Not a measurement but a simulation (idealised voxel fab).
process module | voxel wiring stack
cross-section cut | 165 nm wide | cells 5 nm
A cross-section is a grid of square cells, given in bands from the top down. A band is one or more rows of cells.
Each band's line starts with the height of the band's top and of its bottom, in nm. Then come its materials from left to right, each with its width in nm. One material with "throughout" fills the band from edge to edge. "air" is empty space.
Height 0 is the level under which the wafer as received is all one material. The lowest band goes on downwards, as in "0 down".
A width such as "30 to 40" changes by the same amount from each row of cells to the next, from the band's top row to its bottom row.
"no change" after a step means that no cell of the cross-section changed.
closed voids: empty space of 8 cells or more with no open way to the top, each as width x height at its distance from the left edge, in nm
after a step's settings: what the simulator itself notes on the step
overlay nm, on a step with a mask: how far to the right of its planned place the mask lay; to the left if negative
plan
1 op RECEIVE | material Si
2 op CONFORMAL_DEP | material SiO2 | thk nm 10
3 op DIRECTIONAL_DEP | material TiN | thk nm 5
4 op DIRECTIONAL_DEP | material W | thk nm 25
5 op DIRECTIONAL_DEP | material aC | thk nm 10
6 op PATTERN | tone cover | mask id METAL_1 | material resist | width nm 20 | pitch nm 35 | thk nm 25 | overlay nm 0
7 op DIRECTIONAL_ETCH | etch materials aC | depth nm 10
8 op STRIP | etch materials resist
9 op DIRECTIONAL_ETCH | etch materials W | depth nm 25
10 op DIRECTIONAL_ETCH | etch materials TiN | depth nm 5
11 op STRIP | etch materials aC
12 op CONFORMAL_DEP | material SiN | thk nm 5
13 op FILL_DEP | material lowk | thk nm 10
14 op CMP | height nm 40
15 op CONFORMAL_DEP | material SiCN | thk nm 5
16 op DIRECTIONAL_DEP | material SiO2 | thk nm 15
17 op PATTERN | tone open | mask id PLUG_1 | material resist | width nm 15 | pitch nm 70 | thk nm 15 | overlay nm 0
18 op DIRECTIONAL_ETCH | etch materials SiO2 | depth nm 15
19 op DIRECTIONAL_ETCH | etch materials SiCN | depth nm 5
20 op STRIP | etch materials resist
21 op CONFORMAL_DEP | material TiN | thk nm 5
22 op FILL_DEP | material Cu | thk nm 5
23 op CMP | height nm 60
24 op DIRECTIONAL_DEP | material TiN | thk nm 5
25 op DIRECTIONAL_DEP | material Ru | thk nm 25
26 op PATTERN | tone cover | mask id METAL_2 | material resist | width nm 20 | pitch nm 35 | thk nm 20 | overlay nm 0
27 op DIRECTIONAL_ETCH | etch materials Ru | depth nm 25
28 op DIRECTIONAL_ETCH | etch materials TiN | depth nm 5
29 op STRIP | etch materials resist
30 op FILL_DEP | material SiO2 | thk nm 5
31 op CMP | height nm 90
32 op CONFORMAL_DEP | material SiN | thk nm 5
as received, after step 1
  0 down: Si throughout
  closed voids: none
a wafer at the end: this start, this plan, one mistake
  95 to 90: SiN throughout
  90 to 65: SiO2 20 | Ru 20 | SiO2 15 | Ru 20 | SiO2 15 | Ru 20 | SiO2 15 | Ru 20 | SiO2 20
  65 to 60: SiO2 20 | TiN 20 | SiO2 15 | TiN 20 | SiO2 15 | TiN 20 | SiO2 15 | TiN 20 | SiO2 20
  60 to 45: SiO2 20 | aC 5 | Cu 5 | aC 5 | SiO2 55 | aC 5 | Cu 5 | aC 5 | SiO2 60
  45 to 40: SiCN 20 | aC 15 | SiCN 55 | aC 15 | SiCN 60
  40 to 15: lowk 15 | SiN 5 | W 20 | SiN 5 | lowk 5 | SiN 5 | W 20 | SiN 5 | lowk 5 | SiN 5 | W 20 | SiN 5 | lowk 5 | SiN 5 | W 20 | SiN 5 | lowk 15
  15 to 10: SiN 20 | TiN 20 | SiN 15 | TiN 20 | SiN 15 | TiN 20 | SiN 15 | TiN 20 | SiN 20
  10 to 0: SiO2 throughout
  0 down: Si throughout
  closed voids: none
what went wrong: step 21 ran as: op CONFORMAL_DEP | material aC | thk nm 5
